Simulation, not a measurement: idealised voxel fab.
The following process module bears the name voxel wiring stack.
cross-section cut | 230 nm wide | cells 5 nm
Format of a cross-section: grid, square cells. Given as bands. Order: top down. Band: one or more rows of cells.
The band entry comprises the height of the band's top followed by the height of its bottom, expressed in nm, and subsequently the band's materials from left to right, each stated together with its width in nm. Where a single material is marked with the word "all across", that material fills the band from edge to edge. The word "blank" represents empty space.
Height reference: 0 = level under which incoming wafer is all one material. Lowest band: no bottom, runs on downward, e.g. "z 0 and below".
The notation "30..40" denotes a width that varies across the rows of cells in the band, beginning at the first number in the top row, finishing at the second number in the bottom row, and changing by an identical amount from each row to the next.
"no alterations made" means the step left every cell of the cross-section as it was.
Basically, "Fully sealed cavities" tells you about the enclosed voids: empty spaces with no open way to the top, 8 cells or bigger, each written width x height at distance, where distance is from the left edge, all in nm.
What comes after the settings on a step's line is commentary from the simulator itself on that step.
Each step line may optionally specify "overlay nm", which for a step with a mask gives the rightward distance between the mask's planned place and where it lay, a negative value indicating the leftward direction.
Planned process steps
- 1: RECEIVE, material Si
- 2: CONFORMAL_DEP, material SiO2, thk nm 10
- 3: DIRECTIONAL_DEP, material TiN, thk nm 5
- 4: DIRECTIONAL_DEP, material Ru, thk nm 25
- 5: MASKED_ETCH, tone cover, mask id METAL_1, width nm 25, pitch nm 40, etch materials Ru, depth nm 25, overlay nm 0
- 6: MASKED_ETCH, tone cover, mask id METAL_1, width nm 25, pitch nm 40, etch materials TiN, depth nm 5, overlay nm 0
- 7: CONFORMAL_DEP, material SiN, thk nm 5
- 8: FILL_DEP, material lowk, thk nm 10
- 9: CMP, height nm 40
- 10: CONFORMAL_DEP, material SiCN, thk nm 5
- 11: DIRECTIONAL_DEP, material SiO2, thk nm 15
- 12: DIRECTIONAL_DEP, material aC, thk nm 15
- 13: PATTERN, tone open, mask id PLUG_1, material resist, width nm 15, pitch nm 80, thk nm 35, overlay nm 0
- 14: DIRECTIONAL_ETCH, etch materials aC, depth nm 15
- 15: STRIP, etch materials resist
- 16: DIRECTIONAL_ETCH, etch materials SiO2, depth nm 15
- 17: DIRECTIONAL_ETCH, etch materials SiCN, depth nm 5
- 18: STRIP, etch materials aC
- 19: CONFORMAL_DEP, material TiN, thk nm 5
- 20: FILL_DEP, material Ru, thk nm 5
- 21: CMP, height nm 60
- 22: DIRECTIONAL_DEP, material TiN, thk nm 5
- 23: DIRECTIONAL_DEP, material Ru, thk nm 20
- 24: MASKED_ETCH, tone cover, mask id METAL_2, width nm 25, pitch nm 40, etch materials Ru, depth nm 20, overlay nm 0
- 25: MASKED_ETCH, tone cover, mask id METAL_2, width nm 25, pitch nm 40, etch materials TiN, depth nm 5, overlay nm 0
- 26: CONFORMAL_DEP, material SiN, thk nm 5
- 27: FILL_DEP, material lowk, thk nm 10
- 28: CMP, height nm 85
- 29: CONFORMAL_DEP, material SiCN, thk nm 5
The first of the two wafers, which ran as planned
Cross-section of the incoming wafer, state after step 1
> z 0 and below | Si all across
> Fully sealed cavities: none
Wafer section view after processing step 2
> z 10 to 0 | SiO2 all across
> Lower than 0, everything is as it was.
Wafer section view after processing step 3
> z 15 to 10 | TiN all across
> Lower than 10, everything is as it was.
Wafer section view after processing step 4
> z 40 to 15 | Ru all across
> Lower than 15, everything is as it was.
Wafer section view after processing step 5
> z 40 to 15 | blank: 40 | Ru: 25 | blank: 15 | Ru: 25 | blank: 15 | Ru: 25 | blank: 15 | Ru: 25 | blank: 45
> Lower than 15, everything is as it was.
Wafer section view after processing step 6
> z 40 to 15 | blank: 40 | Ru: 25 | blank: 15 | Ru: 25 | blank: 15 | Ru: 25 | blank: 15 | Ru: 25 | blank: 45
> z 15 to 10 | blank: 40 | TiN: 25 | blank: 15 | TiN: 25 | blank: 15 | TiN: 25 | blank: 15 | TiN: 25 | blank: 45
> Lower than 10, everything is as it was.
Wafer section view after processing step 7
> z 45 to 40 | blank: 35 | SiN: 35 | blank: 5 | SiN: 35 | blank: 5 | SiN: 35 | blank: 5 | SiN: 35 | blank: 40
> z 40 to 15 | blank: 35 | SiN: 5 | Ru: 25 | SiN: 5 | blank: 5 | SiN: 5 | Ru: 25 | SiN: 5 | blank: 5 | SiN: 5 | Ru: 25 | SiN: 5 | blank: 5 | SiN: 5 | Ru: 25 | SiN: 5 | blank: 40
> z 15 to 10 | SiN: 40 | TiN: 25 | SiN: 15 | TiN: 25 | SiN: 15 | TiN: 25 | SiN: 15 | TiN: 25 | SiN: 45
> Lower than 10, everything is as it was.
Wafer section view after processing step 8
> z 55 to 45 | lowk all across
> z 45 to 40 | lowk: 35 | SiN: 35 | lowk: 5 | SiN: 35 | lowk: 5 | SiN: 35 | lowk: 5 | SiN: 35 | lowk: 40
> z 40 to 15 | lowk: 35 | SiN: 5 | Ru: 25 | SiN: 5 | lowk: 5 | SiN: 5 | Ru: 25 | SiN: 5 | lowk: 5 | SiN: 5 | Ru: 25 | SiN: 5 | lowk: 5 | SiN: 5 | Ru: 25 | SiN: 5 | lowk: 40
> Lower than 15, everything is as it was.
Wafer section view after processing step 9
> z 40 to 15 | lowk: 35 | SiN: 5 | Ru: 25 | SiN: 5 | lowk: 5 | SiN: 5 | Ru: 25 | SiN: 5 | lowk: 5 | SiN: 5 | Ru: 25 | SiN: 5 | lowk: 5 | SiN: 5 | Ru: 25 | SiN: 5 | lowk: 40
> Lower than 15, everything is as it was.
Wafer section view after processing step 10
> z 45 to 40 | SiCN all across
> Lower than 40, everything is as it was.
Wafer section view after processing step 11
> z 60 to 45 | SiO2 all across
> Lower than 45, everything is as it was.
Wafer section view after processing step 12
> z 75 to 60 | aC all across
> Lower than 60, everything is as it was.
Wafer section view after processing step 13
> z 110 to 75 | resist: 40 | blank: 15 | resist: 65 | blank: 15 | resist: 95
> Lower than 75, everything is as it was.
Wafer section view after processing step 14
> z 95 to 75 | resist: 40 | blank: 15 | resist: 65 | blank: 15 | resist: 95
> z 75 to 60 | aC: 40 | blank: 15 | aC: 65 | blank: 15 | aC: 95
> Lower than 60, everything is as it was.
Wafer section view after processing step 15
> z 75 to 60 | aC: 40 | blank: 15 | aC: 65 | blank: 15 | aC: 95
> Lower than 60, everything is as it was.
Wafer section view after processing step 16
> z 75 to 60 | aC: 40 | blank: 15 | aC: 65 | blank: 15 | aC: 95
> z 60 to 45 | SiO2: 40 | blank: 15 | SiO2: 65 | blank: 15 | SiO2: 95
> Lower than 45, everything is as it was.
Wafer section view after processing step 17
> z 75 to 60 | aC: 40 | blank: 15 | aC: 65 | blank: 15 | aC: 95
> z 60 to 45 | SiO2: 40 | blank: 15 | SiO2: 65 | blank: 15 | SiO2: 95
> z 45 to 40 | SiCN: 40 | blank: 15 | SiCN: 65 | blank: 15 | SiCN: 95
> Lower than 40, everything is as it was.
Wafer section view after processing step 18
> z 60 to 45 | SiO2: 40 | blank: 15 | SiO2: 65 | blank: 15 | SiO2: 95
> Lower than 45, everything is as it was.
Wafer section view after processing step 19
> z 65 to 60 | TiN: 45 | blank: 5 | TiN: 75 | blank: 5 | TiN: 100
> z 60 to 45 | SiO2: 40 | TiN: 5 | blank: 5 | TiN: 5 | SiO2: 65 | TiN: 5 | blank: 5 | TiN: 5 | SiO2: 95
> z 45 to 40 | SiCN: 40 | TiN: 15 | SiCN: 65 | TiN: 15 | SiCN: 95
> Lower than 40, everything is as it was.
Wafer section view after processing step 20
> z 70 to 65 | Ru all across
> z 65 to 60 | TiN: 45 | Ru: 5 | TiN: 75 | Ru: 5 | TiN: 100
> z 60 to 45 | SiO2: 40 | TiN: 5 | Ru: 5 | TiN: 5 | SiO2: 65 | TiN: 5 | Ru: 5 | TiN: 5 | SiO2: 95
> Lower than 45, everything is as it was.
Wafer section view after processing step 21
> z 60 to 45 | SiO2: 40 | TiN: 5 | Ru: 5 | TiN: 5 | SiO2: 65 | TiN: 5 | Ru: 5 | TiN: 5 | SiO2: 95
> Lower than 45, everything is as it was.
Wafer section view after processing step 22
> z 65 to 60 | TiN all across
> Lower than 60, everything is as it was.
Wafer section view after processing step 23
> z 85 to 65 | Ru all across
> Lower than 65, everything is as it was.
Wafer section view after processing step 24
> z 85 to 65 | blank: 40 | Ru: 25 | blank: 15 | Ru: 25 | blank: 15 | Ru: 25 | blank: 15 | Ru: 25 | blank: 45
> Lower than 65, everything is as it was.
Wafer section view after processing step 25
> z 85 to 65 | blank: 40 | Ru: 25 | blank: 15 | Ru: 25 | blank: 15 | Ru: 25 | blank: 15 | Ru: 25 | blank: 45
> z 65 to 60 | blank: 40 | TiN: 25 | blank: 15 | TiN: 25 | blank: 15 | TiN: 25 | blank: 15 | TiN: 25 | blank: 45
> Lower than 60, everything is as it was.
Wafer section view after processing step 26
> z 90 to 85 | blank: 35 | SiN: 35 | blank: 5 | SiN: 35 | blank: 5 | SiN: 35 | blank: 5 | SiN: 35 | blank: 40
> z 85 to 65 | blank: 35 | SiN: 5 | Ru: 25 | SiN: 5 | blank: 5 | SiN: 5 | Ru: 25 | SiN: 5 | blank: 5 | SiN: 5 | Ru: 25 | SiN: 5 | blank: 5 | SiN: 5 | Ru: 25 | SiN: 5 | blank: 40
> z 65 to 60 | SiN: 40 | TiN: 25 | SiN: 15 | TiN: 25 | SiN: 15 | TiN: 25 | SiN: 15 | TiN: 25 | SiN: 45
> Lower than 60, everything is as it was.
Wafer section view after processing step 27
> z 100 to 90 | lowk all across
> z 90 to 85 | lowk: 35 | SiN: 35 | lowk: 5 | SiN: 35 | lowk: 5 | SiN: 35 | lowk: 5 | SiN: 35 | lowk: 40
> z 85 to 65 | lowk: 35 | SiN: 5 | Ru: 25 | SiN: 5 | lowk: 5 | SiN: 5 | Ru: 25 | SiN: 5 | lowk: 5 | SiN: 5 | Ru: 25 | SiN: 5 | lowk: 5 | SiN: 5 | Ru: 25 | SiN: 5 | lowk: 40
> Lower than 65, everything is as it was.
Wafer section view after processing step 28
> z 85 to 65 | lowk: 35 | SiN: 5 | Ru: 25 | SiN: 5 | lowk: 5 | SiN: 5 | Ru: 25 | SiN: 5 | lowk: 5 | SiN: 5 | Ru: 25 | SiN: 5 | lowk: 5 | SiN: 5 | Ru: 25 | SiN: 5 | lowk: 40
> Lower than 65, everything is as it was.
Wafer section view after processing step 29
> z 90 to 85 | SiCN all across
> Lower than 85, everything is as it was.
Wafer two of two - same starting point, same process plan, one mistake in execution; matches wafer one up to and including step 1
Cross-section of the second wafer at the time step 2 of the plan should have ended
> z 5 to 0 | SiO2 all across
> Lower than 0, everything is as it was.
Cross-section of the second wafer at the time step 3 of the plan should have ended
> z 10 to 5 | TiN all across
> Lower than 5, everything is as it was.
Cross-section of the second wafer at the time step 4 of the plan should have ended
> z 35 to 10 | Ru all across
> Lower than 10, everything is as it was.
Cross-section of the second wafer at the time step 5 of the plan should have ended
> z 35 to 10 | blank: 40 | Ru: 25 | blank: 15 | Ru: 25 | blank: 15 | Ru: 25 | blank: 15 | Ru: 25 | blank: 45
> Lower than 10, everything is as it was.
Cross-section of the second wafer at the time step 6 of the plan should have ended
> z 35 to 10 | blank: 40 | Ru: 25 | blank: 15 | Ru: 25 | blank: 15 | Ru: 25 | blank: 15 | Ru: 25 | blank: 45
> z 10 to 5 | blank: 40 | TiN: 25 | blank: 15 | TiN: 25 | blank: 15 | TiN: 25 | blank: 15 | TiN: 25 | blank: 45
> Lower than 5, everything is as it was.
Cross-section of the second wafer at the time step 7 of the plan should have ended
> z 40 to 35 | blank: 35 | SiN: 35 | blank: 5 | SiN: 35 | blank: 5 | SiN: 35 | blank: 5 | SiN: 35 | blank: 40
> z 35 to 10 | blank: 35 | SiN: 5 | Ru: 25 | SiN: 5 | blank: 5 | SiN: 5 | Ru: 25 | SiN: 5 | blank: 5 | SiN: 5 | Ru: 25 | SiN: 5 | blank: 5 | SiN: 5 | Ru: 25 | SiN: 5 | blank: 40
> z 10 to 5 | SiN: 40 | TiN: 25 | SiN: 15 | TiN: 25 | SiN: 15 | TiN: 25 | SiN: 15 | TiN: 25 | SiN: 45
> Lower than 5, everything is as it was.
Cross-section of the second wafer at the time step 8 of the plan should have ended
> z 50 to 40 | lowk all across
> z 40 to 35 | lowk: 35 | SiN: 35 | lowk: 5 | SiN: 35 | lowk: 5 | SiN: 35 | lowk: 5 | SiN: 35 | lowk: 40
> z 35 to 10 | lowk: 35 | SiN: 5 | Ru: 25 | SiN: 5 | lowk: 5 | SiN: 5 | Ru: 25 | SiN: 5 | lowk: 5 | SiN: 5 | Ru: 25 | SiN: 5 | lowk: 5 | SiN: 5 | Ru: 25 | SiN: 5 | lowk: 40
> Lower than 10, everything is as it was.
Cross-section of the second wafer at the time step 9 of the plan should have ended
> z 40 to 35 | lowk: 35 | SiN: 35 | lowk: 5 | SiN: 35 | lowk: 5 | SiN: 35 | lowk: 5 | SiN: 35 | lowk: 40
> Lower than 35, everything is as it was.
Cross-section of the second wafer at the time step 10 of the plan should have ended
> z 45 to 40 | SiCN all across
> Lower than 40, everything is as it was.
Cross-section of the second wafer at the time step 11 of the plan should have ended
> z 60 to 45 | SiO2 all across
> Lower than 45, everything is as it was.
Cross-section of the second wafer at the time step 12 of the plan should have ended
> z 75 to 60 | aC all across
> Lower than 60, everything is as it was.
Cross-section of the second wafer at the time step 13 of the plan should have ended
> z 110 to 75 | resist: 40 | blank: 15 | resist: 65 | blank: 15 | resist: 95
> Lower than 75, everything is as it was.
Cross-section of the second wafer at the time step 14 of the plan should have ended
> z 95 to 75 | resist: 40 | blank: 15 | resist: 65 | blank: 15 | resist: 95
> z 75 to 60 | aC: 40 | blank: 15 | aC: 65 | blank: 15 | aC: 95
> Lower than 60, everything is as it was.
Cross-section of the second wafer at the time step 15 of the plan should have ended
> z 75 to 60 | aC: 40 | blank: 15 | aC: 65 | blank: 15 | aC: 95
> Lower than 60, everything is as it was.
Cross-section of the second wafer at the time step 16 of the plan should have ended
> z 75 to 60 | aC: 40 | blank: 15 | aC: 65 | blank: 15 | aC: 95
> z 60 to 45 | SiO2: 40 | blank: 15 | SiO2: 65 | blank: 15 | SiO2: 95
> Lower than 45, everything is as it was.
Cross-section of the second wafer at the time step 17 of the plan should have ended
> z 75 to 60 | aC: 40 | blank: 15 | aC: 65 | blank: 15 | aC: 95
> z 60 to 45 | SiO2: 40 | blank: 15 | SiO2: 65 | blank: 15 | SiO2: 95
> z 45 to 40 | SiCN: 40 | blank: 15 | SiCN: 65 | blank: 15 | SiCN: 95
> Lower than 40, everything is as it was.
Cross-section of the second wafer at the time step 18 of the plan should have ended
> z 60 to 45 | SiO2: 40 | blank: 15 | SiO2: 65 | blank: 15 | SiO2: 95
> Lower than 45, everything is as it was.
Cross-section of the second wafer at the time step 19 of the plan should have ended
> z 65 to 60 | TiN: 45 | blank: 5 | TiN: 75 | blank: 5 | TiN: 100
> z 60 to 45 | SiO2: 40 | TiN: 5 | blank: 5 | TiN: 5 | SiO2: 65 | TiN: 5 | blank: 5 | TiN: 5 | SiO2: 95
> z 45 to 40 | SiCN: 40 | TiN: 15 | SiCN: 65 | TiN: 15 | SiCN: 95
> Lower than 40, everything is as it was.
Cross-section of the second wafer at the time step 20 of the plan should have ended
> z 70 to 65 | Ru all across
> z 65 to 60 | TiN: 45 | Ru: 5 | TiN: 75 | Ru: 5 | TiN: 100
> z 60 to 45 | SiO2: 40 | TiN: 5 | Ru: 5 | TiN: 5 | SiO2: 65 | TiN: 5 | Ru: 5 | TiN: 5 | SiO2: 95
> Lower than 45, everything is as it was.
Cross-section of the second wafer at the time step 21 of the plan should have ended
> z 60 to 45 | SiO2: 40 | TiN: 5 | Ru: 5 | TiN: 5 | SiO2: 65 | TiN: 5 | Ru: 5 | TiN: 5 | SiO2: 95
> Lower than 45, everything is as it was.
Cross-section of the second wafer at the time step 22 of the plan should have ended
> z 65 to 60 | TiN all across
> Lower than 60, everything is as it was.
Cross-section of the second wafer at the time step 23 of the plan should have ended
> z 85 to 65 | Ru all across
> Lower than 65, everything is as it was.
Cross-section of the second wafer at the time step 24 of the plan should have ended
> z 85 to 65 | blank: 40 | Ru: 25 | blank: 15 | Ru: 25 | blank: 15 | Ru: 25 | blank: 15 | Ru: 25 | blank: 45
> Lower than 65, everything is as it was.
Cross-section of the second wafer at the time step 25 of the plan should have ended
> z 85 to 65 | blank: 40 | Ru: 25 | blank: 15 | Ru: 25 | blank: 15 | Ru: 25 | blank: 15 | Ru: 25 | blank: 45
> z 65 to 60 | blank: 40 | TiN: 25 | blank: 15 | TiN: 25 | blank: 15 | TiN: 25 | blank: 15 | TiN: 25 | blank: 45
> Lower than 60, everything is as it was.
Cross-section of the second wafer at the time step 26 of the plan should have ended
> z 90 to 85 | blank: 35 | SiN: 35 | blank: 5 | SiN: 35 | blank: 5 | SiN: 35 | blank: 5 | SiN: 35 | blank: 40
> z 85 to 65 | blank: 35 | SiN: 5 | Ru: 25 | SiN: 5 | blank: 5 | SiN: 5 | Ru: 25 | SiN: 5 | blank: 5 | SiN: 5 | Ru: 25 | SiN: 5 | blank: 5 | SiN: 5 | Ru: 25 | SiN: 5 | blank: 40
> z 65 to 60 | SiN: 40 | TiN: 25 | SiN: 15 | TiN: 25 | SiN: 15 | TiN: 25 | SiN: 15 | TiN: 25 | SiN: 45
> Lower than 60, everything is as it was.
Cross-section of the second wafer at the time step 27 of the plan should have ended
> z 100 to 90 | lowk all across
> z 90 to 85 | lowk: 35 | SiN: 35 | lowk: 5 | SiN: 35 | lowk: 5 | SiN: 35 | lowk: 5 | SiN: 35 | lowk: 40
> z 85 to 65 | lowk: 35 | SiN: 5 | Ru: 25 | SiN: 5 | lowk: 5 | SiN: 5 | Ru: 25 | SiN: 5 | lowk: 5 | SiN: 5 | Ru: 25 | SiN: 5 | lowk: 5 | SiN: 5 | Ru: 25 | SiN: 5 | lowk: 40
> Lower than 65, everything is as it was.
Cross-section of the second wafer at the time step 28 of the plan should have ended
> z 85 to 65 | lowk: 35 | SiN: 5 | Ru: 25 | SiN: 5 | lowk: 5 | SiN: 5 | Ru: 25 | SiN: 5 | lowk: 5 | SiN: 5 | Ru: 25 | SiN: 5 | lowk: 5 | SiN: 5 | Ru: 25 | SiN: 5 | lowk: 40
> Lower than 65, everything is as it was.
Cross-section of the second wafer at the time step 29 of the plan should have ended
> z 90 to 85 | SiCN all across
> Lower than 85, everything is as it was.
Which mistake was made when the wafer was run? step 2 did not use the planned setting and instead ran as CONFORMAL_DEP, material SiO2, thk nm 5
The second wafer ends with more or fewer cells of some materials than the first, per final count: 28 more of SiN | 46 fewer of SiO2 | 18 more of lowk
